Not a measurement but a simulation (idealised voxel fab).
Name of the process module below: voxel gate over fins
Square cells of 5 nm make up the cross-section cut, whose width is 265 nm.
Each cross-section below is a grid of square cells, stated as bands in top-down order, with one or more rows of cells making up each band.
First you get the band's top height and its bottom height, in nm, and then the materials it's made of, left to right, with each width in nm. If you see a single material with "all across", that one covers the band edge to edge. "air" is empty space.
Height 0 is the level under which the wafer as received is all one material. The lowest band goes on downwards, as in "0 -> down".
The notation "30..40" denotes a width that varies across the rows of cells in the band, beginning at the first number in the top row, finishing at the second number in the bottom row, and changing by an identical amount from each row to the next.
It should be understood that the words "no alteration", when stated for a given step, signify that the cross-section underwent no change in any of its cells during that step.
Look at "Trapped cavities" for the closed voids: empty spaces with no open path to the top, sized 8 cells or up. Each is width x height at distance, distance from the left edge, all nm.
Post-settings text on a step line: simulator's own remark regarding the step.
A step line may carry the setting "overlay nm", which, for steps involving a mask, states the distance by which the mask lay to the right of its intended position; negative values denote displacement to the left.

[plan]
1) RECEIVE, material Si
2) CONFORMAL_DEP, material SiN, thk nm 10
3) MASKED_ETCH, tone cover, mask id FINS, width nm 15, pitch nm 45, etch materials SiN, depth nm 10, overlay nm 0
4) MASKED_ETCH, tone cover, mask id FINS, width nm 15, pitch nm 45, etch materials Si, depth nm 30, overlay nm 0
5) OXIDIZE, depth nm 5
6) FILL_DEP, material SiO2, thk nm 5
7) CMP, height nm 10
8) SELECTIVE_ETCH, etch materials SiO2, depth nm 25
9) STRIP, etch materials SiN
10) CONFORMAL_DEP, material HfO2, thk nm 5
11) CONFORMAL_DEP, material TiN, thk nm 5
12) CONFORMAL_DEP, material TiAl, thk nm 5
13) CONFORMAL_DEP, material TiN, thk nm 5
14) FILL_DEP, material W, thk nm 10
15) CMP, height nm 25
16) CONFORMAL_DEP, material SiCN, thk nm 10

[Cross-section of the wafer at receipt, which is the condition after step 1]
0 -> down = Si all across
Trapped cavities: none

[Same starting wafer, same plan as above, one mistake in the execution; this is the cross-section at the end of the module]
35 -> 25 = SiCN all across
25 -> 20 = TiAl all across
20 -> 15 = TiN all across
15 -> 10 = HfO2 60 nm, then TiN 5 nm, then HfO2 40 nm, then TiN 5 nm, then HfO2 40 nm, then TiN 5 nm, then HfO2 40 nm, then TiN 5 nm, then HfO2 65 nm
10 -> 5 = TiN 55 nm, then HfO2 5 nm, then TiN 5 nm, then HfO2 5 nm, then TiN 30 nm, then HfO2 5 nm, then TiN 5 nm, then HfO2 5 nm, then TiN 30 nm, then HfO2 5 nm, then TiN 5 nm, then HfO2 5 nm, then TiN 30 nm, then HfO2 5 nm, then TiN 5 nm, then HfO2 5 nm, then TiN 60 nm
5 -> 0 = TiN 55 nm, then HfO2 15 nm, then TiN 30 nm, then HfO2 15 nm, then TiN 30 nm, then HfO2 15 nm, then TiN 30 nm, then HfO2 15 nm, then TiN 60 nm
0 -> -30 = TiN 55 nm, then SiO2 5 nm, then Si 5 nm, then SiO2 5 nm, then TiN 30 nm, then SiO2 5 nm, then Si 5 nm, then SiO2 5 nm, then TiN 30 nm, then SiO2 5 nm, then Si 5 nm, then SiO2 5 nm, then TiN 30 nm, then SiO2 5 nm, then Si 5 nm, then SiO2 5 nm, then TiN 60 nm
-30 -> -35 = SiO2 60 nm, then Si 5 nm, then SiO2 40 nm, then Si 5 nm, then SiO2 40 nm, then Si 5 nm, then SiO2 40 nm, then Si 5 nm, then SiO2 65 nm
-35 -> down = Si all across
Trapped cavities: none
What broke from the plan during processing? step 6 off recipe, ran as FILL_DEP, material TiN, thk nm 5
